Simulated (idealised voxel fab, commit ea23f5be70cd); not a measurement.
Process module in this document: voxel spacer lines
In the cross-section labelled cut, the width is 175 nm and each square cell is 5 nm.
A cross-section is written here as square cells arranged in a grid, and it is given in bands from the top down, each band taking up one or more rows of cells.
Heads up on the band format: heights come first, top then bottom, in nm. After that it's the materials left to right, each with its width in nm. A single material flagged "full width" fills the whole band edge to edge, and "air" means there's empty space there.
Ref level 0: as-received wafer is one material below here. Bottom band extends down with no lower bound ("0 -> down").
Width "30->40": first value at the band's top row of cells, second value at its bottom row, equal change from row to row.
Reading "left unchanged" for a step: not a cell of the cross-section changed in it.
This entry, "Trapped voids", enumerates those empty regions of no fewer than 8 cells that possess no open connection to the top. Each region is reported in the form width x height at distance, the distance being taken from the left edge, with all three quantities expressed in nm.
Text after the settings on a step's line: the simulator's own remark on that step.
For masked steps, "overlay nm" on the step line gives how far right of plan the mask actually lay; a minus sign means it lay to the left.

### Steps planned for the process
1: RECEIVE [material Si]
2: CONFORMAL_DEP [material Al2O3] [thk nm 5]
3: DIRECTIONAL_DEP [material W] [thk nm 15]
4: DIRECTIONAL_DEP [material aC] [thk nm 30]
5: PATTERN [tone cover] [mask id MANDREL] [material resist] [width nm 20] [pitch nm 70] [thk nm 35] [overlay nm 0]
6: DIRECTIONAL_ETCH [etch materials aC] [depth nm 30]
7: STRIP [etch materials resist]
8: CONFORMAL_DEP [material SiN] [thk nm 15]
9: DIRECTIONAL_ETCH [etch materials SiN] [depth nm 15]
10: STRIP [etch materials aC]
11: DIRECTIONAL_ETCH [etch materials W] [depth nm 15]
12: STRIP [etch materials SiN]
13: FILL_DEP [material SiO2] [thk nm 5]
14: CMP [height nm 20]

### So, the first of our two wafers, run just as we planned it

### Cross-section of the wafer as it came to us, i.e., already through step 1
> 0 -> down: Si full width
> Trapped voids: none

### The wafer in cross-section once step 2 is complete
> 5 -> 0: Al2O3 full width
> Everything under 0 stays put, no change at all.

### The wafer in cross-section once step 3 is complete
> 20 -> 5: W full width
> Everything under 5 stays put, no change at all.

### The wafer in cross-section once step 4 is complete
> 50 -> 20: aC full width
> Everything under 20 stays put, no change at all.

### The wafer in cross-section once step 5 is complete
> 85 -> 50: 40 nm air / 20 nm resist / 50 nm air / 20 nm resist / 45 nm air
> Everything under 50 stays put, no change at all.

### The wafer in cross-section once step 6 is complete
> 55 -> 50: 40 nm air / 20 nm resist / 50 nm air / 20 nm resist / 45 nm air
> 50 -> 20: 40 nm air / 20 nm aC / 50 nm air / 20 nm aC / 45 nm air
> Everything under 20 stays put, no change at all.

### The wafer in cross-section once step 7 is complete
> 50 -> 20: 40 nm air / 20 nm aC / 50 nm air / 20 nm aC / 45 nm air
> Everything under 20 stays put, no change at all.

### The wafer in cross-section once step 8 is complete
> 65 -> 50: 25 nm air / 50 nm SiN / 20 nm air / 50 nm SiN / 30 nm air
> 50 -> 35: 25 nm air / 15 nm SiN / 20 nm aC / 15 nm SiN / 20 nm air / 15 nm SiN / 20 nm aC / 15 nm SiN / 30 nm air
> 35 -> 20: 40 nm SiN / 20 nm aC / 50 nm SiN / 20 nm aC / 45 nm SiN
> Everything under 20 stays put, no change at all.

### The wafer in cross-section once step 9 is complete
> 50 -> 20: 25 nm air / 15 nm SiN / 20 nm aC / 15 nm SiN / 20 nm air / 15 nm SiN / 20 nm aC / 15 nm SiN / 30 nm air
> Everything under 20 stays put, no change at all.

### The wafer in cross-section once step 10 is complete
> 50 -> 20: 25 nm air / 15 nm SiN / 20 nm air / 15 nm SiN / 20 nm air / 15 nm SiN / 20 nm air / 15 nm SiN / 30 nm air
> Everything under 20 stays put, no change at all.

### The wafer in cross-section once step 11 is complete
> 50 -> 20: 25 nm air / 15 nm SiN / 20 nm air / 15 nm SiN / 20 nm air / 15 nm SiN / 20 nm air / 15 nm SiN / 30 nm air
> 20 -> 5: 25 nm air / 15 nm W / 20 nm air / 15 nm W / 20 nm air / 15 nm W / 20 nm air / 15 nm W / 30 nm air
> Everything under 5 stays put, no change at all.

### The wafer in cross-section once step 12 is complete
> 20 -> 5: 25 nm air / 15 nm W / 20 nm air / 15 nm W / 20 nm air / 15 nm W / 20 nm air / 15 nm W / 30 nm air
> Everything under 5 stays put, no change at all.

### The wafer in cross-section once step 13 is complete
> 25 -> 20: SiO2 full width
> 20 -> 5: 25 nm SiO2 / 15 nm W / 20 nm SiO2 / 15 nm W / 20 nm SiO2 / 15 nm W / 20 nm SiO2 / 15 nm W / 30 nm SiO2
> Everything under 5 stays put, no change at all.

### The wafer in cross-section once step 14 is complete
> 20 -> 5: 25 nm SiO2 / 15 nm W / 20 nm SiO2 / 15 nm W / 20 nm SiO2 / 15 nm W / 20 nm SiO2 / 15 nm W / 30 nm SiO2
> Everything under 5 stays put, no change at all.

### Now the other wafer: same start, same recipe, but we messed up one thing when running it. Up to and including step 13 it's the same as the first one

### The second wafer in cross-section, at the planned close of step 14
> 10 -> 5: 25 nm SiO2 / 15 nm W / 20 nm SiO2 / 15 nm W / 20 nm SiO2 / 15 nm W / 20 nm SiO2 / 15 nm W / 30 nm SiO2
> Everything under 5 stays put, no change at all.
Error vs. plan: contrary to plan, step 14 was performed as CMP [height nm 10]
at the end the second wafer has, in cells: 46 fewer of SiO2 | 24 fewer of W
